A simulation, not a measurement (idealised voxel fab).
The process module presented herein is designated voxel transistor to metal.
Cross-section cut spans 175 nm and uses square cells 5 nm in size.
Cross-sections here: square-cell grids, written as top-down lists of bands, a band being one or more rows of cells. This entry defines a band. It first specifies the height of the band's top and the height of its bottom in nm, and then specifies the band's materials from left to right, stating each material with its width in nm. The word "full width" identifies a single material that fills the band from edge to edge, while the word "air" identifies empty space. Zero point of the height axis is 0; under it, received wafer = one material. Lowest band: continues down indefinitely, "0 -> down". A two-number width, for instance "30..40", indicates that the width is equal to the first number in the top row of the band and to the second number in the bottom row, and that it changes by a constant amount per row of cells. You'll sometimes find "remained unchanged" written for a step, and that's the way of saying that nowhere in the cross-section did a cell change during that step. The entry "Catalogued sealed voids" lists the empty spaces that cover at least 8 cells and have no open path to the top. Each is written as width x height at distance, where the distance is measured from the left edge and all three values are in nm. Post-settings text on a step line: simulator's own remark regarding the step. "overlay nm" denotes, for a step that has a mask, the displacement of the mask to the right of its planned place, with negative values corresponding to the left.

PLAN
1,RECEIVE [material Si]
2,OXIDIZE [depth nm 5]
3,CONFORMAL_DEP [material SiN] [thk nm 10]
4,MASKED_ETCH [tone cover] [mask id ACTIVE] [width nm 110] [etch materials SiN] [depth nm 10] [overlay nm 0]
5,MASKED_ETCH [tone cover] [mask id ACTIVE] [width nm 110] [etch materials SiO2] [depth nm 5] [overlay nm 0]
6,MASKED_ETCH [tone cover] [mask id ACTIVE] [width nm 110] [etch materials Si] [depth nm 25] [overlay nm 0]
7,OXIDIZE [depth nm 5]
8,FILL_DEP [material SiO2] [thk nm 5]
9,CMP [height nm 10]
10,SELECTIVE_ETCH [etch materials SiO2] [depth nm 5]
11,STRIP [etch materials SiN]
12,SELECTIVE_ETCH [etch materials SiO2] [depth nm 5]
13,OXIDIZE [depth nm 5]
14,DIRECTIONAL_DEP [material polySi] [thk nm 25]
15,DIRECTIONAL_DEP [material SiCN] [thk nm 15]
16,MASKED_ETCH [tone cover] [mask id GATE] [width nm 30] [etch materials SiCN] [depth nm 25] [overlay nm 0]
17,MASKED_ETCH [tone cover] [mask id GATE] [width nm 30] [etch materials polySi] [depth nm 35] [overlay nm 0]
18,CONFORMAL_DEP [material SiO2] [thk nm 5]
19,DIRECTIONAL_ETCH [etch materials SiO2] [depth nm 5]
20,CONFORMAL_DEP [material SiN] [thk nm 5]
21,DIRECTIONAL_ETCH [etch materials SiN] [depth nm 5]
22,DIRECTIONAL_ETCH [etch materials SiO2] [depth nm 5]
23,DIRECTIONAL_ETCH [etch materials Si] [depth nm 10]
24,EPI [material nSi] [thk nm 10]
25,FILL_DEP [material SiO2] [thk nm 10]
26,CMP [height nm 20]
27,STRIP [etch materials polySi]
28,SELECTIVE_ETCH [etch materials SiO2] [depth nm 5]
29,CONFORMAL_DEP [material HfO2] [thk nm 5]
30,CONFORMAL_DEP [material TiN] [thk nm 5]
31,FILL_DEP [material W] [thk nm 10]
32,CMP [height nm 15]
33,DIRECTIONAL_DEP [material SiO2] [thk nm 10]
34,DIRECTIONAL_DEP [material aC] [thk nm 15]
35,PATTERN [tone open] [mask id CONTACT] [material resist] [width nm 15] [pitch nm 75] [thk nm 35] [overlay nm 0]
36,DIRECTIONAL_ETCH [etch materials aC] [depth nm 15]
37,STRIP [etch materials resist]
38,DIRECTIONAL_ETCH [etch materials SiO2] [depth nm 35]
39,STRIP [etch materials aC]
40,CONFORMAL_DEP [material TiN] [thk nm 5]
41,FILL_DEP [material Ru] [thk nm 5]
42,CMP [height nm 25]
43,DIRECTIONAL_DEP [material TiN] [thk nm 5]
44,DIRECTIONAL_DEP [material W] [thk nm 25]
45,DIRECTIONAL_DEP [material aC] [thk nm 10]
46,PATTERN [tone cover] [mask id METAL_1] [material resist] [width nm 15] [pitch nm 75] [thk nm 25] [overlay nm 0]
47,DIRECTIONAL_ETCH [etch materials aC] [depth nm 10]
48,STRIP [etch materials resist]
49,DIRECTIONAL_ETCH [etch materials W] [depth nm 25]
50,DIRECTIONAL_ETCH [etch materials TiN] [depth nm 5]
51,STRIP [etch materials aC]
52,CONFORMAL_DEP [material SiCN] [thk nm 5]
53,FILL_DEP [material lowk] [thk nm 5]
54,CMP [height nm 55]
55,CONFORMAL_DEP [material SiCN] [thk nm 5]
The plan's step 43 thk nm is the first wafer's value; the wafers differ in this setting and start identical.

AS-RECEIVED CROSS-SECTION, FIRST OF SEVERAL WAFERS, POST STEP 1
0 -> down  Si full width
Catalogued sealed voids: none

PER WAFER, END OF MODULE: CELLS GAINED (+) OR LOST (-) PER MATERIAL SINCE RECEIPT, THEN CLOSED VOIDS
thk nm 5, +16 HfO2, +8 Ru, -165 Si, +84 SiCN, +10 SiN, +224 SiO2, +48 TiN, +42 W, +125 lowk, +28 nSi, Catalogued sealed voids: none
thk nm 10, +16 HfO2, +8 Ru, -165 Si, +80 SiCN, +10 SiN, +224 SiO2, +83 TiN, +36 W, +100 lowk, +28 nSi, Catalogued sealed voids: none
thk nm 15, +16 HfO2, +8 Ru, -165 Si, +76 SiCN, +10 SiN, +224 SiO2, +118 TiN, +30 W, +75 lowk, +28 nSi, Catalogued sealed voids: none
thk nm 20, +16 HfO2, +8 Ru, -165 Si, +72 SiCN, +10 SiN, +224 SiO2, +153 TiN, +24 W, +50 lowk, +28 nSi, Catalogued sealed voids: none
